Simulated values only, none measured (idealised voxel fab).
process module | voxel quadruple lines
cross-section cut | 140 nm wide | cells 5 nm
A cross-section is a grid of square cells, given in bands from the top down. A band is one or more rows of cells.
Each band's line starts with the height of the band's top and of its bottom, in nm. Then come its materials from left to right, each with its width in nm. One material with "throughout" fills the band from edge to edge. "air" is empty space.
Height 0 is the level under which the wafer as received is all one material. The lowest band goes on downwards, as in "0 down".
A width such as "30 to 40" changes by the same amount from each row of cells to the next, from the band's top row to its bottom row.
"no change" after a step means that no cell of the cross-section changed.
closed voids: empty space of 8 cells or more with no open way to the top, each as width x height at its distance from the left edge, in nm
after a step's settings: what the simulator itself notes on the step
overlay nm, on a step with a mask: how far to the right of its planned place the mask lay; to the left if negative
plan
1 op RECEIVE | material Si
2 op CONFORMAL_DEP | material Al2O3 | thk nm 10
3 op DIRECTIONAL_DEP | material W | thk nm 15
4 op DIRECTIONAL_DEP | material polySi | thk nm 20
5 op DIRECTIONAL_DEP | material aC | thk nm 20
6 op PATTERN | tone cover | mask id MANDREL | material resist | width nm 20 | thk nm 25 | overlay nm 0
7 op DIRECTIONAL_ETCH | etch materials aC | depth nm 20
8 op STRIP | etch materials resist
9 op CONFORMAL_DEP | material SiO2 | thk nm 10
10 op DIRECTIONAL_ETCH | etch materials SiO2 | depth nm 10
11 op STRIP | etch materials aC
12 op DIRECTIONAL_ETCH | etch materials polySi | depth nm 20
13 op STRIP | etch materials SiO2
14 op CONFORMAL_DEP | material SiN | thk nm 5
15 op DIRECTIONAL_ETCH | etch materials SiN | depth nm 5
16 op STRIP | etch materials polySi
17 op DIRECTIONAL_ETCH | etch materials W | depth nm 15
18 op STRIP | etch materials SiN
19 op FILL_DEP | material lowk | thk nm 5
20 op CMP | height nm 25
as received, after step 1
  0 down: Si throughout
  closed voids: none
a wafer at the end: this start, this plan, one mistake
  25 to 10: polySi throughout
  10 to 0: Al2O3 throughout
  0 down: Si throughout
  closed voids: none
what went wrong: steps 3 and 4 were swapped
